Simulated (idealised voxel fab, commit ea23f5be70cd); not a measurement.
Title: Process Module voxel capacitor over wiring
Shown is cross-section cut, with a width of 275 nm and square cells of size 5 nm.
Square cells in a grid make up a cross-section in this document, and the grid is given as bands, listed from the top down, each one or more rows of cells.
Band: top and bottom heights (nm) first, top before bottom; then materials from left to right, widths in nm. "full width" marks a sole material filling the band edge to edge. "empty" denotes empty space.
Heads up on the height convention: 0 is the point under which the incoming wafer is all one material, and the lowest band has no bottom, it just keeps going down, like "0 -> down".
You'd read "30..40" like this: the band's top row of cells is as wide as the first number, its bottom row is as wide as the second, and going down, every row changes width by the same amount as the row before did.
"remains unaltered" after a step means that no cell of the cross-section changed.
Empty spaces without an open route to the top, at least 8 cells in extent, make up the entry "Cavities, closed"; each is given as width x height at distance, where the distance is measured from the left edge, and all are in nm.
That trailing text on a step's line, after the settings, is the simulator's own remark on the step.
Steps that use a mask can have "overlay nm" on their line. It says how far the mask sat to the right of where it was meant to be. Negative means to the left.

### Process steps (planned)
step 1: RECEIVE: material Si
step 2: CONFORMAL_DEP: material SiO2, thk nm 10
step 3: DIRECTIONAL_DEP: material TiN, thk nm 5
step 4: DIRECTIONAL_DEP: material W, thk nm 20
step 5: PATTERN: tone cover, mask id METAL_1, material resist, width nm 30, pitch nm 95, thk nm 15, overlay nm 0
step 6: DIRECTIONAL_ETCH: etch materials W, depth nm 10
step 7: DIRECTIONAL_ETCH: etch materials TiN, depth nm 5
step 8: STRIP: etch materials resist
step 9: FILL_DEP: material lowk, thk nm 10
step 10: CMP: height nm 35
step 11: CONFORMAL_DEP: material SiCN, thk nm 5
step 12: DIRECTIONAL_DEP: material lowk, thk nm 10
step 13: DIRECTIONAL_DEP: material aC, thk nm 15
step 14: PATTERN: tone open, mask id PLUG_1, material resist, width nm 15, thk nm 35, overlay nm 0
step 15: DIRECTIONAL_ETCH: etch materials aC, depth nm 15
step 16: STRIP: etch materials resist
step 17: DIRECTIONAL_ETCH: etch materials lowk, depth nm 10
step 18: DIRECTIONAL_ETCH: etch materials SiCN, depth nm 5
step 19: STRIP: etch materials aC
step 20: EPI: material Ru, thk nm 10
step 21: EPI: material Ru, thk nm 5
step 22: DIRECTIONAL_DEP: material TiN, thk nm 10
step 23: DIRECTIONAL_DEP: material SiN, thk nm 5
step 24: DIRECTIONAL_DEP: material TiN, thk nm 5
step 25: MASKED_ETCH: tone cover, mask id UPPER_PLATE, width nm 70, etch materials TiN, depth nm 5, overlay nm 0
step 26: MASKED_ETCH: tone cover, mask id UPPER_PLATE, width nm 70, etch materials SiN, depth nm 5, overlay nm 0
step 27: MASKED_ETCH: tone cover, mask id LOWER_PLATE, width nm 80, etch materials TiN, depth nm 10, overlay nm 0
step 28: FILL_DEP: material SiO2, thk nm 15
step 29: CMP: height nm 80
step 30: DIRECTIONAL_DEP: material aC, thk nm 10
step 31: PATTERN: tone open, mask id PLUG_2, material resist, width nm 15, thk nm 25, overlay nm 0
step 32: DIRECTIONAL_ETCH: etch materials aC, depth nm 10
step 33: STRIP: etch materials resist
step 34: DIRECTIONAL_ETCH: etch materials SiO2, depth nm 10
step 35: STRIP: etch materials aC
step 36: CONFORMAL_DEP: material TiN, thk nm 5
step 37: FILL_DEP: material Cu, thk nm 10
step 38: CMP: height nm 80
step 39: CONFORMAL_DEP: material SiCN, thk nm 5
Split variable: depth nm, step 6. Plan value = first wafer. Wafers start alike.

### Cross-section of the first of several wafers on receipt, reflecting completion of step 1
	0 -> down: Si full width
	Cavities, closed: none

### Gained (+) or lost (-) cells of each material since receipt, then closed voids: one row per wafer, at the end of the module
depth nm 10, +1 Cu, +9 Ru, +107 SiCN, +14 SiN, +374 SiO2, +106 TiN, +134 W, +190 lowk, Cavities, closed: none
depth nm 15, +1 Cu, +9 Ru, +107 SiCN, +14 SiN, +374 SiO2, +106 TiN, +91 W, +233 lowk, Cavities, closed: none
depth nm 20, +1 Cu, +9 Ru, +107 SiCN, +14 SiN, +374 SiO2, +63 TiN, +48 W, +319 lowk, Cavities, closed: none
depth nm 25, +1 Cu, +9 Ru, +107 SiCN, +14 SiN, +374 SiO2, +63 TiN, +48 W, +319 lowk, Cavities, closed: none
depth nm 30, +1 Cu, +9 Ru, +107 SiCN, +14 SiN, +374 SiO2, +63 TiN, +48 W, +319 lowk, Cavities, closed: none
depth nm 35, +1 Cu, +9 Ru, +107 SiCN, +14 SiN, +374 SiO2, +63 TiN, +48 W, +319 lowk, Cavities, closed: none
